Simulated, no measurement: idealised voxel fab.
process module | voxel transistor to metal
cross-section cut | 175 nm wide | cells 5 nm
A cross-section is a grid of square cells, given in bands from the top down. A band is one or more rows of cells.
Each band's line starts with the height of the band's top and of its bottom, in nm. Then come its materials from left to right, each with its width in nm. One material with "throughout" fills the band from edge to edge. "air" is empty space.
Height 0 is the level under which the wafer as received is all one material. The lowest band goes on downwards, as in "0 down".
A width such as "30 to 40" changes by the same amount from each row of cells to the next, from the band's top row to its bottom row.
"no change" after a step means that no cell of the cross-section changed.
closed voids: empty space of 8 cells or more with no open way to the top, each as width x height at its distance from the left edge, in nm
after a step's settings: what the simulator itself notes on the step
overlay nm, on a step with a mask: how far to the right of its planned place the mask lay; to the left if negative
Each pair below shows a cross-section before one step and the cross-section after it, down to the lowest band that changed. The line under each pair gives the step between them, with its settings. The pairs can come from different runs of this module on the same starting wafer, so a pair continues from the pair above only where its "before" says so.
before
  0 down: Si throughout
  closed voids: none
after
  0 to -5: SiO2 throughout
  below -5: unchanged
  closed voids: none
the step between: op OXIDIZE | depth nm 5
before: the cross-section after the pair above
after
  15 to 0: SiN throughout
  below 0: unchanged
  closed voids: none
the step between: op CONFORMAL_DEP | material SiN | thk nm 15
before: the cross-section after the pair above
after
  30 to 15: air 35 | resist 105 | air 35
  below 15: unchanged
  closed voids: none
the step between: op PATTERN | tone cover | mask id ACTIVE | material resist | width nm 105 | thk nm 15 | overlay nm 0
before: the cross-section after the pair above
after
  30 to 15: air 35 | resist 105 | air 35
  15 to 0: air 35 | SiN 105 | air 35
  below 0: unchanged
  closed voids: none
the step between: op DIRECTIONAL_ETCH | etch materials SiN | depth nm 15
before: the cross-section after the pair above
after
  30 to 15: air 35 | resist 105 | air 35
  15 to 0: air 35 | SiN 105 | air 35
  0 to -5: air 35 | SiO2 105 | air 35
  below -5: unchanged
  closed voids: none
the step between: op DIRECTIONAL_ETCH | etch materials SiO2 | depth nm 5
before: the cross-section after the pair above
after
  30 to 15: air 35 | resist 105 | air 35
  15 to 0: air 35 | SiN 105 | air 35
  0 to -5: air 35 | SiO2 105 | air 35
  -5 to -35: air 35 | Si 105 | air 35
  below -35: unchanged
  closed voids: none
the step between: op DIRECTIONAL_ETCH | etch materials Si | depth nm 30
before: the cross-section after the pair above
after
  15 to 0: air 35 | SiN 105 | air 35
  below 0: unchanged
  closed voids: none
the step between: op STRIP | etch materials resist
before: the cross-section after the pair above
after
  15 to 0: air 35 | SiN 105 | air 35
  0 to -5: air 35 | SiO2 105 | air 35
  -5 to -35: air 35 | SiO2 5 | Si 95 | SiO2 5 | air 35
  -35 to -40: SiO2 40 | Si 95 | SiO2 40
  below -40: unchanged
  closed voids: none
the step between: op OXIDIZE | depth nm 5
before: the cross-section after the pair above
after
  30 to 15: SiO2 throughout
  15 to 0: SiO2 35 | SiN 105 | SiO2 35
  0 to -5: SiO2 throughout
  -5 to -40: SiO2 40 | Si 95 | SiO2 40
  below -40: unchanged
  closed voids: none
the step between: op FILL_DEP | material SiO2 | thk nm 15
before: the cross-section after the pair above
after
  15 to 0: SiO2 35 | SiN 105 | SiO2 35
  below 0: unchanged
  closed voids: none
the step between: op CMP | height nm 15
before: the cross-section after the pair above
after
  15 to 10: air 35 | SiN 105 | air 35
  below 10: unchanged
  closed voids: none
the step between: op SELECTIVE_ETCH | etch materials SiO2 | depth nm 5
before: the cross-section after the pair above
after
  10 to 0: SiO2 35 | air 105 | SiO2 35
  below 0: unchanged
  closed voids: none
the step between: op STRIP | etch materials SiN
before: the cross-section after the pair above
after
  5 to -5: SiO2 30 | air 115 | SiO2 30
  below -5: unchanged
  closed voids: none
the step between: op SELECTIVE_ETCH | etch materials SiO2 | depth nm 5
before: the cross-section after the pair above
after
  5 to -5: SiO2 30 | air 115 | SiO2 30
  -5 to -10: SiO2 throughout
  below -10: unchanged
  closed voids: none
the step between: op OXIDIZE | depth nm 5
before: the cross-section after the pair above
after
  35 to 25: polySi 30 | air 115 | polySi 30
  25 to 5: polySi throughout
  5 to -5: SiO2 30 | polySi 115 | SiO2 30
  below -5: unchanged
  closed voids: none
the step between: op DIRECTIONAL_DEP | material polySi | thk nm 30
before: the cross-section after the pair above
after
  45 to 35: SiCN 30 | air 115 | SiCN 30
  35 to 25: polySi 30 | SiCN 115 | polySi 30
  below 25: unchanged
  closed voids: none
the step between: op DIRECTIONAL_DEP | material SiCN | thk nm 10
before: the cross-section after the pair above
after
  55 to 45: aC 30 | air 115 | aC 30
  45 to 35: SiCN 30 | aC 115 | SiCN 30
  below 35: unchanged
  closed voids: none
the step between: op DIRECTIONAL_DEP | material aC | thk nm 10
before: the cross-section after the pair above
after
  85 to 55: air 75 | resist 25 | air 75
  55 to 45: aC 30 | air 45 | resist 25 | air 45 | aC 30
  below 45: unchanged
  closed voids: none
the step between: op PATTERN | tone cover | mask id GATE | material resist | width nm 25 | thk nm 30 | overlay nm 0
before: the cross-section after the pair above
after
  75 to 45: air 75 | resist 25 | air 75
  45 to 35: SiCN 30 | air 45 | aC 25 | air 45 | SiCN 30
  below 35: unchanged
  closed voids: none
the step between: op DIRECTIONAL_ETCH | etch materials aC | depth nm 10
before: the cross-section after the pair above
after
  45 to 35: SiCN 30 | air 45 | aC 25 | air 45 | SiCN 30
  below 35: unchanged
  closed voids: none
the step between: op STRIP | etch materials resist
before: the cross-section after the pair above
after
  45 to 35: air 75 | aC 25 | air 75
  35 to 25: polySi 30 | air 45 | SiCN 25 | air 45 | polySi 30
  below 25: unchanged
  closed voids: none
the step between: op DIRECTIONAL_ETCH | etch materials SiCN | depth nm 20
before: the cross-section after the pair above
after
  45 to 35: air 75 | aC 25 | air 75
  35 to 25: air 75 | SiCN 25 | air 75
  25 to 5: air 75 | polySi 25 | air 75
  5 to -5: SiO2 30 | air 45 | polySi 25 | air 45 | SiO2 30
  below -5: unchanged
  closed voids: none
the step between: op DIRECTIONAL_ETCH | etch materials polySi | depth nm 40
before: the cross-section after the pair above
after
  35 to 25: air 75 | SiCN 25 | air 75
  below 25: unchanged
  closed voids: none
the step between: op STRIP | etch materials aC
before: the cross-section after the pair above
after
  45 to 35: air 65 | SiN 45 | air 65
  35 to 25: air 65 | SiN 10 | SiCN 25 | SiN 10 | air 65
  25 to 15: air 65 | SiN 10 | polySi 25 | SiN 10 | air 65
  15 to 5: SiN 40 | air 25 | SiN 10 | polySi 25 | SiN 10 | air 25 | SiN 40
  5 to -5: SiO2 30 | SiN 45 | polySi 25 | SiN 45 | SiO2 30
  below -5: unchanged
  closed voids: none
the step between: op CONFORMAL_DEP | material SiN | thk nm 10
before: the cross-section after the pair above
after
  35 to 25: air 65 | SiN 10 | SiCN 25 | SiN 10 | air 65
  25 to 5: air 65 | SiN 10 | polySi 25 | SiN 10 | air 65
  5 to -5: SiO2 30 | SiN 10 | air 25 | SiN 10 | polySi 25 | SiN 10 | air 25 | SiN 10 | SiO2 30
  below -5: unchanged
  closed voids: none
the step between: op DIRECTIONAL_ETCH | etch materials SiN | depth nm 10
before: the cross-section after the pair above
after
  35 to 25: air 65 | SiN 10 | SiCN 25 | SiN 10 | air 65
  25 to 5: air 65 | SiN 10 | polySi 25 | SiN 10 | air 65
  5 to 0: air 30 | SiN 10 | air 25 | SiN 10 | polySi 25 | SiN 10 | air 25 | SiN 10 | air 30
  0 to -5: SiO2 30 | SiN 10 | air 25 | SiN 10 | polySi 25 | SiN 10 | air 25 | SiN 10 | SiO2 30
  -5 to -10: SiO2 40 | air 25 | SiO2 45 | air 25 | SiO2 40
  below -10: unchanged
  closed voids: none
the step between: op DIRECTIONAL_ETCH | etch materials SiO2 | depth nm 5
before: the cross-section after the pair above
after
  35 to 25: air 65 | SiN 10 | SiCN 25 | SiN 10 | air 65
  25 to 5: air 65 | SiN 10 | polySi 25 | SiN 10 | air 65
  5 to 0: air 30 | SiN 10 | air 25 | SiN 10 | polySi 25 | SiN 10 | air 25 | SiN 10 | air 30
  0 to -5: SiO2 30 | SiN 10 | air 25 | SiN 10 | polySi 25 | SiN 10 | air 25 | SiN 10 | SiO2 30
  -5 to -10: SiO2 40 | air 25 | SiO2 45 | air 25 | SiO2 40
  -10 to -20: SiO2 40 | air 25 | Si 45 | air 25 | SiO2 40
  below -20: unchanged
  closed voids: none
the step between: op DIRECTIONAL_ETCH | etch materials Si | depth nm 10
before: the cross-section after the pair above
after
  35 to 25: air 65 | SiN 10 | SiCN 25 | SiN 10 | air 65
  25 to 5: air 65 | SiN 10 | polySi 25 | SiN 10 | air 65
  5 to 0: air 30 | SiN 10 | air 25 | SiN 10 | polySi 25 | SiN 10 | air 25 | SiN 10 | air 30
  0 to -5: SiO2 30 | SiN 10 | air 15 | SiGe 10 | SiN 10 | polySi 25 | SiN 10 | SiGe 10 | air 15 | SiN 10 | SiO2 30
  -5 to -10: SiO2 40 | air 15 | SiGe 10 | SiO2 45 | SiGe 10 | air 15 | SiO2 40
  -10 to -20: SiO2 40 | SiGe 25 | Si 45 | SiGe 25 | SiO2 40
  below -20: unchanged
  closed voids: none
the step between: op EPI | material SiGe | thk nm 10
before: the cross-section after the pair above
after
  45 to 35: SiO2 throughout
  35 to 25: SiO2 65 | SiN 10 | SiCN 25 | SiN 10 | SiO2 65
  25 to 5: SiO2 65 | SiN 10 | polySi 25 | SiN 10 | SiO2 65
  5 to 0: SiO2 30 | SiN 10 | SiO2 25 | SiN 10 | polySi 25 | SiN 10 | SiO2 25 | SiN 10 | SiO2 30
  0 to -5: SiO2 30 | SiN 10 | SiO2 15 | SiGe 10 | SiN 10 | polySi 25 | SiN 10 | SiGe 10 | SiO2 15 | SiN 10 | SiO2 30
  -5 to -10: SiO2 55 | SiGe 10 | SiO2 45 | SiGe 10 | SiO2 55
  below -10: unchanged
  closed voids: none
the step between: op FILL_DEP | material SiO2 | thk nm 10
before: the cross-section after the pair above
after
  25 to 5: SiO2 65 | SiN 10 | polySi 25 | SiN 10 | SiO2 65
  below 5: unchanged
  closed voids: none
the step between: op CMP | height nm 25
before: the cross-section after the pair above
after
  25 to 5: SiO2 65 | SiN 10 | air 25 | SiN 10 | SiO2 65
  5 to 0: SiO2 30 | SiN 10 | SiO2 25 | SiN 10 | air 25 | SiN 10 | SiO2 25 | SiN 10 | SiO2 30
  0 to -5: SiO2 30 | SiN 10 | SiO2 15 | SiGe 10 | SiN 10 | air 25 | SiN 10 | SiGe 10 | SiO2 15 | SiN 10 | SiO2 30
  below -5: unchanged
  closed voids: none
the step between: op STRIP | etch materials polySi
before: the cross-section after the pair above
after
  25 to 20: air 65 | SiN 10 | air 25 | SiN 10 | air 65
  20 to 5: SiO2 65 | SiN 10 | air 25 | SiN 10 | SiO2 65
  5 to 0: SiO2 30 | SiN 10 | SiO2 25 | SiN 10 | air 25 | SiN 10 | SiO2 25 | SiN 10 | SiO2 30
  0 to -5: SiO2 30 | SiN 10 | SiO2 15 | SiGe 10 | SiN 10 | air 25 | SiN 10 | SiGe 10 | SiO2 15 | SiN 10 | SiO2 30
  -5 to -10: SiO2 55 | SiGe 10 | SiO2 5 | air 35 | SiO2 5 | SiGe 10 | SiO2 55
  below -10: unchanged
  closed voids: none
the step between: op SELECTIVE_ETCH | etch materials SiO2 | depth nm 5
before: the cross-section after the pair above
after
  30 to 25: air 60 | HfO2 20 | air 15 | HfO2 20 | air 60
  25 to 20: HfO2 65 | SiN 10 | HfO2 5 | air 15 | HfO2 5 | SiN 10 | HfO2 65
  20 to 5: SiO2 65 | SiN 10 | HfO2 5 | air 15 | HfO2 5 | SiN 10 | SiO2 65
  5 to 0: SiO2 30 | SiN 10 | SiO2 25 | SiN 10 | HfO2 5 | air 15 | HfO2 5 | SiN 10 | SiO2 25 | SiN 10 | SiO2 30
  0 to -5: SiO2 30 | SiN 10 | SiO2 15 | SiGe 10 | SiN 10 | HfO2 5 | air 15 | HfO2 5 | SiN 10 | SiGe 10 | SiO2 15 | SiN 10 | SiO2 30
  -5 to -10: SiO2 55 | SiGe 10 | SiO2 5 | HfO2 35 | SiO2 5 | SiGe 10 | SiO2 55
  below -10: unchanged
  closed voids: none
the step between: op CONFORMAL_DEP | material HfO2 | thk nm 5
before: the cross-section after the pair above
after
  35 to 30: air 55 | TiN 30 | air 5 | TiN 30 | air 55
  30 to 25: TiN 60 | HfO2 20 | TiN 5 | air 5 | TiN 5 | HfO2 20 | TiN 60
  25 to 20: HfO2 65 | SiN 10 | HfO2 5 | TiN 5 | air 5 | TiN 5 | HfO2 5 | SiN 10 | HfO2 65
  20 to 5: SiO2 65 | SiN 10 | HfO2 5 | TiN 5 | air 5 | TiN 5 | HfO2 5 | SiN 10 | SiO2 65
  5 to 0: SiO2 30 | SiN 10 | SiO2 25 | SiN 10 | HfO2 5 | TiN 5 | air 5 | TiN 5 | HfO2 5 | SiN 10 | SiO2 25 | SiN 10 | SiO2 30
  0 to -5: SiO2 30 | SiN 10 | SiO2 15 | SiGe 10 | SiN 10 | HfO2 5 | TiN 15 | HfO2 5 | SiN 10 | SiGe 10 | SiO2 15 | SiN 10 | SiO2 30
  below -5: unchanged
  closed voids: none
the step between: op CONFORMAL_DEP | material TiN | thk nm 5
before: the cross-section after the pair above
after
  40 to 35: W throughout
  35 to 30: W 55 | TiN 30 | W 5 | TiN 30 | W 55
  30 to 25: TiN 60 | HfO2 20 | TiN 5 | W 5 | TiN 5 | HfO2 20 | TiN 60
  25 to 20: HfO2 65 | SiN 10 | HfO2 5 | TiN 5 | W 5 | TiN 5 | HfO2 5 | SiN 10 | HfO2 65
  20 to 5: SiO2 65 | SiN 10 | HfO2 5 | TiN 5 | W 5 | TiN 5 | HfO2 5 | SiN 10 | SiO2 65
  5 to 0: SiO2 30 | SiN 10 | SiO2 25 | SiN 10 | HfO2 5 | TiN 5 | W 5 | TiN 5 | HfO2 5 | SiN 10 | SiO2 25 | SiN 10 | SiO2 30
  below 0: unchanged
  closed voids: none
the step between: op FILL_DEP | material W | thk nm 5
before: the cross-section after the pair above
after
  20 to 5: SiO2 65 | SiN 10 | HfO2 5 | TiN 5 | W 5 | TiN 5 | HfO2 5 | SiN 10 | SiO2 65
  below 5: unchanged
  closed voids: none
the step between: op CMP | height nm 20
before: the cross-section after the pair above
after
  35 to 20: SiO2 throughout
  below 20: unchanged
  closed voids: none
the step between: op DIRECTIONAL_DEP | material SiO2 | thk nm 15
before: the cross-section after the pair above
after
  35 to 20: SiO2 40 | air 20 | SiO2 55 | air 20 | SiO2 40
  20 to 5: SiO2 40 | air 20 | SiO2 5 | SiN 10 | HfO2 5 | TiN 5 | W 5 | TiN 5 | HfO2 5 | SiN 10 | SiO2 5 | air 20 | SiO2 40
  5 to 0: SiO2 30 | SiN 10 | air 20 | SiO2 5 | SiN 10 | HfO2 5 | TiN 5 | W 5 | TiN 5 | HfO2 5 | SiN 10 | SiO2 5 | air 20 | SiN 10 | SiO2 30
  0 to -5: SiO2 30 | SiN 10 | air 15 | SiGe 10 | SiN 10 | HfO2 5 | TiN 15 | HfO2 5 | SiN 10 | SiGe 10 | air 15 | SiN 10 | SiO2 30
  -5 to -10: SiO2 40 | air 15 | SiGe 10 | SiO2 5 | HfO2 35 | SiO2 5 | SiGe 10 | air 15 | SiO2 40
  below -10: unchanged
  closed voids: none
the step between: op MASKED_ETCH | tone open | mask id CONTACT | width nm 20 | pitch nm 75 | etch materials SiO2 | depth nm 45 | overlay nm 0
before: the cross-section after the pair above
after
  40 to 35: TiN 45 | air 10 | TiN 65 | air 10 | TiN 45
  35 to 20: SiO2 40 | TiN 5 | air 10 | TiN 5 | SiO2 55 | TiN 5 | air 10 | TiN 5 | SiO2 40
  20 to 5: SiO2 40 | TiN 5 | air 10 | TiN 5 | SiO2 5 | SiN 10 | HfO2 5 | TiN 5 | W 5 | TiN 5 | HfO2 5 | SiN 10 | SiO2 5 | TiN 5 | air 10 | TiN 5 | SiO2 40
  5 to 0: SiO2 30 | SiN 10 | TiN 5 | air 5 | TiN 10 | SiO2 5 | SiN 10 | HfO2 5 | TiN 5 | W 5 | TiN 5 | HfO2 5 | SiN 10 | SiO2 5 | TiN 10 | air 5 | TiN 5 | SiN 10 | SiO2 30
  0 to -5: SiO2 30 | SiN 10 | TiN 5 | air 5 | TiN 5 | SiGe 10 | SiN 10 | HfO2 5 | TiN 15 | HfO2 5 | SiN 10 | SiGe 10 | TiN 5 | air 5 | TiN 5 | SiN 10 | SiO2 30
  -5 to -10: SiO2 40 | TiN 15 | SiGe 10 | SiO2 5 | HfO2 35 | SiO2 5 | SiGe 10 | TiN 15 | SiO2 40
  below -10: unchanged
  closed voids: none
the step between: op CONFORMAL_DEP | material TiN | thk nm 5
before: the cross-section after the pair above
after
  45 to 40: Ru throughout
  40 to 35: TiN 45 | Ru 10 | TiN 65 | Ru 10 | TiN 45
  35 to 20: SiO2 40 | TiN 5 | Ru 10 | TiN 5 | SiO2 55 | TiN 5 | Ru 10 | TiN 5 | SiO2 40
  20 to 5: SiO2 40 | TiN 5 | Ru 10 | TiN 5 | SiO2 5 | SiN 10 | HfO2 5 | TiN 5 | W 5 | TiN 5 | HfO2 5 | SiN 10 | SiO2 5 | TiN 5 | Ru 10 | TiN 5 | SiO2 40
  5 to 0: SiO2 30 | SiN 10 | TiN 5 | Ru 5 | TiN 10 | SiO2 5 | SiN 10 | HfO2 5 | TiN 5 | W 5 | TiN 5 | HfO2 5 | SiN 10 | SiO2 5 | TiN 10 | Ru 5 | TiN 5 | SiN 10 | SiO2 30
  0 to -5: SiO2 30 | SiN 10 | TiN 5 | Ru 5 | TiN 5 | SiGe 10 | SiN 10 | HfO2 5 | TiN 15 | HfO2 5 | SiN 10 | SiGe 10 | TiN 5 | Ru 5 | TiN 5 | SiN 10 | SiO2 30
  below -5: unchanged
  closed voids: none
the step between: op FILL_DEP | material Ru | thk nm 5
before: the cross-section after the pair above
after
  35 to 20: SiO2 40 | TiN 5 | Ru 10 | TiN 5 | SiO2 55 | TiN 5 | Ru 10 | TiN 5 | SiO2 40
  below 20: unchanged
  closed voids: none
the step between: op CMP | height nm 35
before: the cross-section after the pair above
after
  40 to 35: TiN throughout
  below 35: unchanged
  closed voids: none
the step between: op DIRECTIONAL_DEP | material TiN | thk nm 5
before: the cross-section after the pair above
after
  65 to 40: W throughout
  below 40: unchanged
  closed voids: none
the step between: op DIRECTIONAL_DEP | material W | thk nm 25
before: the cross-section after the pair above
after
  80 to 65: aC throughout
  below 65: unchanged
  closed voids: none
the step between: op DIRECTIONAL_DEP | material aC | thk nm 15
before: the cross-section after the pair above
after
  115 to 80: air 40 | resist 20 | air 55 | resist 20 | air 40
  below 80: unchanged
  closed voids: none
the step between: op PATTERN | tone cover | mask id METAL_1 | material resist | width nm 20 | pitch nm 75 | thk nm 35 | overlay nm 0
before: the cross-section after the pair above
after
  100 to 80: air 40 | resist 20 | air 55 | resist 20 | air 40
  80 to 65: air 40 | aC 20 | air 55 | aC 20 | air 40
  below 65: unchanged
  closed voids: none
the step between: op DIRECTIONAL_ETCH | etch materials aC | depth nm 15
before: the cross-section after the pair above
after
  80 to 65: air 40 | aC 20 | air 55 | aC 20 | air 40
  below 65: unchanged
  closed voids: none
the step between: op STRIP | etch materials resist
before: the cross-section after the pair above
after
  80 to 65: air 40 | aC 20 | air 55 | aC 20 | air 40
  65 to 40: air 40 | W 20 | air 55 | W 20 | air 40
  below 40: unchanged
  closed voids: none
the step between: op DIRECTIONAL_ETCH | etch materials W | depth nm 25
before: the cross-section after the pair above
after
  80 to 65: air 40 | aC 20 | air 55 | aC 20 | air 40
  65 to 40: air 40 | W 20 | air 55 | W 20 | air 40
  40 to 35: air 40 | TiN 20 | air 55 | TiN 20 | air 40
  below 35: unchanged
  closed voids: none
the step between: op DIRECTIONAL_ETCH | etch materials TiN | depth nm 5
before: the cross-section after the pair above
after
  65 to 40: air 40 | W 20 | air 55 | W 20 | air 40
  below 40: unchanged
  closed voids: none
the step between: op STRIP | etch materials aC
before: the cross-section after the pair above
after
  70 to 65: SiO2 throughout
  65 to 40: SiO2 40 | W 20 | SiO2 55 | W 20 | SiO2 40
  40 to 35: SiO2 40 | TiN 20 | SiO2 55 | TiN 20 | SiO2 40
  below 35: unchanged
  closed voids: none
the step between: op FILL_DEP | material SiO2 | thk nm 5
before: the cross-section after the pair above
after
  65 to 40: SiO2 40 | W 20 | SiO2 55 | W 20 | SiO2 40
  below 40: unchanged
  closed voids: none
the step between: op CMP | height nm 65
before: the cross-section after the pair above
after
  70 to 65: SiCN throughout
  below 65: unchanged
  closed voids: none
the step between: op CONFORMAL_DEP | material SiCN | thk nm 5
before: the cross-section after the pair above
after
  100 to 70: lowk throughout
  below 70: unchanged
  closed voids: none
the step between: op DIRECTIONAL_DEP | material lowk | thk nm 30
before: the cross-section after the pair above
after
  115 to 100: aC throughout
  below 100: unchanged
  closed voids: none
the step between: op DIRECTIONAL_DEP | material aC | thk nm 15
before: the cross-section after the pair above
after
  145 to 115: resist 40 | air 20 | resist 55 | air 20 | resist 40
  below 115: unchanged
  closed voids: none
the step between: op PATTERN | tone open | mask id METAL_2 | material resist | width nm 20 | pitch nm 75 | thk nm 30 | overlay nm 0
before: the cross-section after the pair above
after
  130 to 115: resist 40 | air 20 | resist 55 | air 20 | resist 40
  115 to 100: aC 40 | air 20 | aC 55 | air 20 | aC 40
  below 100: unchanged
  closed voids: none
the step between: op DIRECTIONAL_ETCH | etch materials aC | depth nm 15
before: the cross-section after the pair above
after
  115 to 100: aC 40 | air 20 | aC 55 | air 20 | aC 40
  below 100: unchanged
  closed voids: none
the step between: op STRIP | etch materials resist
before: the cross-section after the pair above
after
  115 to 100: aC 40 | air 20 | aC 55 | air 20 | aC 40
  100 to 85: lowk 40 | air 20 | lowk 55 | air 20 | lowk 40
  below 85: unchanged
  closed voids: none
the step between: op DIRECTIONAL_ETCH | etch materials lowk | depth nm 15
before: the cross-section after the pair above
after
  100 to 85: lowk 40 | air 20 | lowk 55 | air 20 | lowk 40
  below 85: unchanged
  closed voids: none
the step between: op STRIP | etch materials aC
before: the cross-section after the pair above
after
  115 to 100: aC 40 | air 20 | aC 55 | air 20 | aC 40
  100 to 85: lowk 40 | aC 20 | lowk 55 | aC 20 | lowk 40
  below 85: unchanged
  closed voids: none
the step between: op DIRECTIONAL_DEP | material aC | thk nm 15
before: the cross-section after the pair above
after
  145 to 115: resist 40 | air 15 | resist 60 | air 15 | resist 45
  115 to 100: aC 40 | air 15 | resist 5 | aC 55 | air 15 | resist 5 | aC 40
  below 100: unchanged
  closed voids: none
the step between: op PATTERN | tone open | mask id METAL_2_HOLES | material resist | width nm 15 | pitch nm 75 | thk nm 30 | overlay nm 0
before: the cross-section after the pair above
after
  130 to 115: resist 40 | air 15 | resist 60 | air 15 | resist 45
  115 to 100: aC 40 | air 15 | resist 5 | aC 55 | air 15 | resist 5 | aC 40
  100 to 85: lowk 40 | air 15 | aC 5 | lowk 55 | air 15 | aC 5 | lowk 40
  below 85: unchanged
  closed voids: none
the step between: op DIRECTIONAL_ETCH | etch materials aC | depth nm 15
before: the cross-section after the pair above
after
  115 to 100: aC 40 | air 20 | aC 55 | air 20 | aC 40
  below 100: unchanged
  closed voids: none
the step between: op STRIP | etch materials resist
before: the cross-section after the pair above
after
  115 to 100: aC 40 | air 20 | aC 55 | air 20 | aC 40
  100 to 85: lowk 40 | air 15 | aC 5 | lowk 55 | air 15 | aC 5 | lowk 40
  85 to 70: lowk 40 | air 15 | lowk 60 | air 15 | lowk 45
  below 70: unchanged
  closed voids: none
the step between: op DIRECTIONAL_ETCH | etch materials lowk | depth nm 15
before: the cross-section after the pair above
after
  115 to 100: aC 40 | air 20 | aC 55 | air 20 | aC 40
  100 to 85: lowk 40 | air 15 | aC 5 | lowk 55 | air 15 | aC 5 | lowk 40
  85 to 70: lowk 40 | air 15 | lowk 60 | air 15 | lowk 45
  70 to 65: SiCN 40 | air 15 | SiCN 60 | air 15 | SiCN 45
  below 65: unchanged
  closed voids: none
the step between: op DIRECTIONAL_ETCH | etch materials SiCN | depth nm 5
before: the cross-section after the pair above
after
  100 to 85: lowk 40 | air 20 | lowk 55 | air 20 | lowk 40
  below 85: unchanged
  closed voids: none
the step between: op STRIP | etch materials aC
before: the cross-section after the pair above
after
  105 to 100: TiN 45 | air 10 | TiN 65 | air 10 | TiN 45
  100 to 90: lowk 40 | TiN 5 | air 10 | TiN 5 | lowk 55 | TiN 5 | air 10 | TiN 5 | lowk 40
  90 to 85: lowk 40 | TiN 5 | air 5 | TiN 10 | lowk 55 | TiN 5 | air 5 | TiN 10 | lowk 40
  85 to 70: lowk 40 | TiN 5 | air 5 | TiN 5 | lowk 60 | TiN 5 | air 5 | TiN 5 | lowk 45
  70 to 65: SiCN 40 | TiN 15 | SiCN 60 | TiN 15 | SiCN 45
  below 65: unchanged
  closed voids: none
the step between: op CONFORMAL_DEP | material TiN | thk nm 5
before: the cross-section after the pair above
after
  110 to 105: Cu throughout
  105 to 100: TiN 45 | Cu 10 | TiN 65 | Cu 10 | TiN 45
  100 to 90: lowk 40 | TiN 5 | Cu 10 | TiN 5 | lowk 55 | TiN 5 | Cu 10 | TiN 5 | lowk 40
  90 to 85: lowk 40 | TiN 5 | Cu 5 | TiN 10 | lowk 55 | TiN 5 | Cu 5 | TiN 10 | lowk 40
  85 to 70: lowk 40 | TiN 5 | Cu 5 | TiN 5 | lowk 60 | TiN 5 | Cu 5 | TiN 5 | lowk 45
  below 70: unchanged
  closed voids: none
the step between: op FILL_DEP | material Cu | thk nm 5
before: the cross-section after the pair above
after
  100 to 90: lowk 40 | TiN 5 | Cu 10 | TiN 5 | lowk 55 | TiN 5 | Cu 10 | TiN 5 | lowk 40
  below 90: unchanged
  closed voids: none
the step between: op CMP | height nm 100
before: the cross-section after the pair above
after
  105 to 100: SiN throughout
  below 100: unchanged
  closed voids: none
the step between: op CONFORMAL_DEP | material SiN | thk nm 5
before
  30 to 15: SiO2 throughout
  15 to 0: SiO2 35 | SiN 105 | SiO2 35
  0 to -5: SiO2 throughout
  -5 to -40: SiO2 40 | Si 95 | SiO2 40
  -40 down: Si throughout
  closed voids: none
after
  25 to 15: SiO2 throughout
  below 15: unchanged
  closed voids: none
the step between: op SELECTIVE_ETCH | etch materials SiO2 | depth nm 5
before: the cross-section after the pair above
after
  20 to 15: SiO2 throughout
  below 15: unchanged
  closed voids: none
the step between: op SELECTIVE_ETCH | etch materials SiO2 | depth nm 5
before: the cross-section after the pair above
after
  50 to 20: polySi throughout
  below 20: unchanged
  closed voids: none
the step between: op DIRECTIONAL_DEP | material polySi | thk nm 30
before: the cross-section after the pair above
after
  60 to 50: SiCN throughout
  below 50: unchanged
  closed voids: none
the step between: op DIRECTIONAL_DEP | material SiCN | thk nm 10
before: the cross-section after the pair above
after
  70 to 60: aC throughout
  below 60: unchanged
  closed voids: none
the step between: op DIRECTIONAL_DEP | material aC | thk nm 10
before: the cross-section after the pair above
after
  100 to 70: air 75 | resist 25 | air 75
  below 70: unchanged
  closed voids: none
the step between: op PATTERN | tone cover | mask id GATE | material resist | width nm 25 | thk nm 30 | overlay nm 0
before: the cross-section after the pair above
after
  90 to 70: air 75 | resist 25 | air 75
  70 to 60: air 75 | aC 25 | air 75
  below 60: unchanged
  closed voids: none
the step between: op DIRECTIONAL_ETCH | etch materials aC | depth nm 10
before: the cross-section after the pair above
after
  70 to 60: air 75 | aC 25 | air 75
  below 60: unchanged
  closed voids: none
the step between: op STRIP | etch materials resist
before: the cross-section after the pair above
after
  70 to 60: air 75 | aC 25 | air 75
  60 to 50: air 75 | SiCN 25 | air 75
  below 50: unchanged
  closed voids: none
the step between: op DIRECTIONAL_ETCH | etch materials SiCN | depth nm 20
before: the cross-section after the pair above
after
  70 to 60: air 75 | aC 25 | air 75
  60 to 50: air 75 | SiCN 25 | air 75
  50 to 20: air 75 | polySi 25 | air 75
  below 20: unchanged
  closed voids: none
the step between: op DIRECTIONAL_ETCH | etch materials polySi | depth nm 40
before: the cross-section after the pair above
after
  60 to 50: air 75 | SiCN 25 | air 75
  below 50: unchanged
  closed voids: none
the step between: op STRIP | etch materials aC
before: the cross-section after the pair above
after
  70 to 60: air 65 | SiN 45 | air 65
  60 to 50: air 65 | SiN 10 | SiCN 25 | SiN 10 | air 65
  50 to 30: air 65 | SiN 10 | polySi 25 | SiN 10 | air 65
  30 to 20: SiN 75 | polySi 25 | SiN 75
  below 20: unchanged
  closed voids: none
the step between: op CONFORMAL_DEP | material SiN | thk nm 10
before: the cross-section after the pair above
after
  60 to 50: air 65 | SiN 10 | SiCN 25 | SiN 10 | air 65
  50 to 20: air 65 | SiN 10 | polySi 25 | SiN 10 | air 65
  below 20: unchanged
  closed voids: none
the step between: op DIRECTIONAL_ETCH | etch materials SiN | depth nm 10
before: the cross-section after the pair above
after
  60 to 50: air 65 | SiN 10 | SiCN 25 | SiN 10 | air 65
  50 to 20: air 65 | SiN 10 | polySi 25 | SiN 10 | air 65
  20 to 15: air 65 | SiO2 45 | air 65
  below 15: unchanged
  closed voids: none
the step between: op DIRECTIONAL_ETCH | etch materials SiO2 | depth nm 5
before: the cross-section after the pair above
after
  70 to 60: SiO2 throughout
  60 to 50: SiO2 65 | SiN 10 | SiCN 25 | SiN 10 | SiO2 65
  50 to 20: SiO2 65 | SiN 10 | polySi 25 | SiN 10 | SiO2 65
  20 to 15: SiO2 throughout
  below 15: unchanged
  closed voids: none
the step between: op FILL_DEP | material SiO2 | thk nm 10
before: the cross-section after the pair above
after
  25 to 20: SiO2 65 | SiN 10 | polySi 25 | SiN 10 | SiO2 65
  below 20: unchanged
  closed voids: none
the step between: op CMP | height nm 25
before: the cross-section after the pair above
after
  25 to 20: SiO2 65 | SiN 10 | air 25 | SiN 10 | SiO2 65
  below 20: unchanged
  closed voids: none
the step between: op STRIP | etch materials polySi
before: the cross-section after the pair above
after
  25 to 20: air 65 | SiN 10 | air 25 | SiN 10 | air 65
  20 to 15: SiO2 70 | air 35 | SiO2 70
  below 15: unchanged
  closed voids: none
the step between: op SELECTIVE_ETCH | etch materials SiO2 | depth nm 5
